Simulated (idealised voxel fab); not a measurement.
Process module, titled voxel air gaps
The cross-section shown here is cut; it is 285 nm wide and divided into square cells measuring 5 nm on a side.
Each cross-section below is a grid of square cells, stated as bands in top-down order, with one or more rows of cells making up each band.
Top, bottom (nm), then materials left to right with widths (nm); lone material tagged "everywhere" fills the whole band edge to edge; "air" = empty space.
Basically, 0 is our baseline, since under it the wafer straight out of the box is all one material. The bottom band has no lower end and keeps on going down, so it looks like "0..down".
Quick explanation for "30..40": the width changes in equal steps down the rows of cells, from the first number in the band's top row to the second number in its bottom row.
For the purposes of this document, the phrase "no modifications" attached to a step denotes that no cell within the cross-section was modified by that step.
Under "Fully closed voids" you'll find the enclosed gaps, the ones with no way out to the top, that are 8 cells or bigger; each reads width x height at distance, with distance counted from the left edge, everything in nm.
Formally, on a step line, whatever follows the settings is a remark that the simulator itself makes on the step.
"overlay nm", when on a step's line for a step with a mask, measures how far to the right of its planned place the mask lay; a negative measure means to the left.
-- List of planned process steps
- 1: RECEIVE [material Si]
- 2: CONFORMAL_DEP [material SiO2] [thk nm 10]
- 3: CONFORMAL_DEP [material SiN] [thk nm 5]
- 4: DIRECTIONAL_DEP [material lowk] [thk nm 40]
- 5: DIRECTIONAL_DEP [material aC] [thk nm 10]
- 6: PATTERN [tone open] [mask id LINES] [material resist] [width nm 15] [pitch nm 40] [thk nm 25] [overlay nm 0]
- 7: DIRECTIONAL_ETCH [etch materials aC] [depth nm 10]
- 8: STRIP [etch materials resist]
- 9: DIRECTIONAL_ETCH [etch materials lowk] [depth nm 40]
- 10: STRIP [etch materials aC]
- 11: CONFORMAL_DEP [material TiN] [thk nm 5]
- 12: FILL_DEP [material Ru] [thk nm 10]
- 13: CMP [height nm 55]
- 14: EPI [material Ru] [thk nm 10]
- 15: SELECTIVE_ETCH [etch materials lowk] [depth nm 50]
- 16: CONFORMAL_DEP [material SiN] [thk nm 5]
-- This is the cross-section of the wafer as we received it, i.e. after step 1
> 0..down = Si everywhere
> Fully closed voids: none
-- Sectioned view, first of two wafers, at the close of the module, processed as intended in the plan
> 70..65 = air 60 nm | SiN 165 nm | air 60 nm
> 65..55 = air 60 nm | SiN 5 nm | Ru 35 nm | SiN 5 nm | Ru 35 nm | SiN 5 nm | Ru 35 nm | SiN 5 nm | Ru 35 nm | SiN 5 nm | air 60 nm
> 55..50 = air 60 nm | SiN 15 nm | TiN 5 nm | Ru 5 nm | TiN 5 nm | SiN 25 nm | TiN 5 nm | Ru 5 nm | TiN 5 nm | SiN 25 nm | TiN 5 nm | Ru 5 nm | TiN 5 nm | SiN 25 nm | TiN 5 nm | Ru 5 nm | TiN 5 nm | SiN 15 nm | air 60 nm
> 50..20 = air 70 nm | SiN 5 nm | TiN 5 nm | Ru 5 nm | TiN 5 nm | SiN 5 nm | air 15 nm | SiN 5 nm | TiN 5 nm | Ru 5 nm | TiN 5 nm | SiN 5 nm | air 15 nm | SiN 5 nm | TiN 5 nm | Ru 5 nm | TiN 5 nm | SiN 5 nm | air 15 nm | SiN 5 nm | TiN 5 nm | Ru 5 nm | TiN 5 nm | SiN 5 nm | air 70 nm
> 20..15 = SiN 75 nm | TiN 15 nm | SiN 25 nm | TiN 15 nm | SiN 25 nm | TiN 15 nm | SiN 25 nm | TiN 15 nm | SiN 75 nm
> 15..10 = SiN everywhere
> 10..0 = SiO2 everywhere
> 0..down = Si everywhere
> Fully closed voids: 15 x 30 at 95; 15 x 30 at 135; 15 x 30 at 175
-- Same start, same plan as the first wafer - but one mistake in the run. Cross-section of the second of the two at the end of the module
> 85..80 = SiN everywhere
> 80..60 = Ru everywhere
> 60..55 = TiN 80 nm | Ru 5 nm | TiN 35 nm | Ru 5 nm | TiN 35 nm | Ru 5 nm | TiN 35 nm | Ru 5 nm | TiN 80 nm
> 55..20 = lowk 75 nm | TiN 5 nm | Ru 5 nm | TiN 5 nm | lowk 25 nm | TiN 5 nm | Ru 5 nm | TiN 5 nm | lowk 25 nm | TiN 5 nm | Ru 5 nm | TiN 5 nm | lowk 25 nm | TiN 5 nm | Ru 5 nm | TiN 5 nm | lowk 75 nm
> 20..15 = lowk 75 nm | TiN 15 nm | lowk 25 nm | TiN 15 nm | lowk 25 nm | TiN 15 nm | lowk 25 nm | TiN 15 nm | lowk 75 nm
> 15..10 = SiN everywhere
> 10..0 = SiO2 everywhere
> 0..down = Si everywhere
> Fully closed voids: none
What went wrong in running the wafer? plan step 13: skipped, not run
It is noted that, at the conclusion of processing, the second wafer exhibits a higher or lower cell count for certain materials relative to the first: +176 Ru, -100 SiN, +53 TiN, +360 lowk
The second wafer ends with 0 closed voids, and the first wafer ends with 3.
